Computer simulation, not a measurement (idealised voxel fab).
Documented hereafter: the process module known as voxel wiring stack.
Shown is cross-section cut, with a width of 260 nm and square cells of size 5 nm.
In what follows, cross-sections appear as grids of square cells, described through bands that run from the top down, where every band is one or more rows of cells. Band: top height; bottom height; in nm. Then, left to right: material with width in nm, for each material. "everywhere": a single material spanning edge to edge. "air": empty space. Heights are reckoned from 0. Under this level, the received wafer is all of one material. The bottommost band is open-ended downward, for example "0..down". Graded width ("30->40"): value in top row of band = first number; value in bottom row = second number; row-to-row change constant. Where a step carries "left unchanged", the cross-section came out of it unchanged, cell for cell. Each empty space that has no open way to the top and spans at least 8 cells appears under "Closed empty spaces" as width x height at distance, the distance counted from the left edge, all in nm. On a step's line, text after the settings is the simulator commenting on that step. "overlay nm" denotes, for a step that has a mask, the displacement of the mask to the right of its planned place, with negative values corresponding to the left.
The planned process steps are enumerated hereunder:
1. op RECEIVE | material Si
2. op CONFORMAL_DEP | material SiO2 | thk nm 10
3. op CONFORMAL_DEP | material SiCN | thk nm 5
4. op DIRECTIONAL_DEP | material SiO2 | thk nm 20
5. op PATTERN | tone open | mask id METAL_1 | material resist | width nm 25 | pitch nm 40 | thk nm 15 | overlay nm 0
6. op DIRECTIONAL_ETCH | etch materials SiO2 | depth nm 20
7. op DIRECTIONAL_ETCH | etch materials SiCN | depth nm 5
8. op STRIP | etch materials resist
9. op CONFORMAL_DEP | material TiN | thk nm 5
10. op FILL_DEP | material W | thk nm 10
11. op CMP | height nm 35
12. op CONFORMAL_DEP | material SiCN | thk nm 5
13. op DIRECTIONAL_DEP | material SiO2 | thk nm 25
14. op PATTERN | tone open | mask id METAL_2 | material resist | width nm 25 | pitch nm 40 | thk nm 20 | overlay nm 0
15. op DIRECTIONAL_ETCH | etch materials SiO2 | depth nm 15
16. op STRIP | etch materials resist
17. op PATTERN | tone open | mask id METAL_2_HOLES | material resist | width nm 15 | pitch nm 80 | thk nm 20 | overlay nm 0
18. op DIRECTIONAL_ETCH | etch materials SiO2 | depth nm 10
19. op DIRECTIONAL_ETCH | etch materials SiCN | depth nm 5
20. op STRIP | etch materials resist
21. op CONFORMAL_DEP | material TiN | thk nm 5
22. op FILL_DEP | material Cu | thk nm 10
23. op CMP | height nm 65
24. op CONFORMAL_DEP | material SiN | thk nm 5
Delivered wafer in cross-section: state after step 1:
    0..down: Si everywhere
    Closed empty spaces: none
Cross-sectional result after module completion. Note: starting condition and plan are unchanged from above; one processing mistake was made:
    70..65: SiN everywhere
    65..55: SiO2 55 | TiN 5->10 | Cu 10->5 | TiN 5 | SiO2 25 | TiN 5 | Cu 5 | TiN 5 | SiO2 20 | TiN 5->10 | Cu 10->5 | TiN 5 | SiO2 25 | TiN 5 | Cu 5 | TiN 5 | SiO2 65
    55..50: SiO2 60 | TiN 15 | SiO2 25 | TiN 15 | SiO2 25 | TiN 15 | SiO2 25 | TiN 15 | SiO2 65
    50..40: SiO2 60 | TiN 10 | SiO2 70 | TiN 10 | SiO2 110
    40..35: SiCN 60 | TiN 10 | SiCN 70 | TiN 10 | SiCN 110
    35..15: SiO2 55 | TiN 5 | W 15 | TiN 5 | SiO2 15 | TiN 5 | W 15 | TiN 5 | SiO2 15 | TiN 5 | W 15 | TiN 5 | SiO2 15 | TiN 5 | W 15 | TiN 5 | SiO2 60
    15..10: SiCN 55 | TiN 25 | SiCN 15 | TiN 25 | SiCN 15 | TiN 25 | SiCN 15 | TiN 25 | SiCN 60
    10..0: SiO2 everywhere
    0..down: Si everywhere
    Closed empty spaces: none
It is concluded that the wafer was processed incorrectly with respect to the plan, in that step 14 was not run as planned; what actually ran was op PATTERN | tone open | mask id METAL_2 | material resist | width nm 15 | pitch nm 40 | thk nm 20 | overlay nm 0
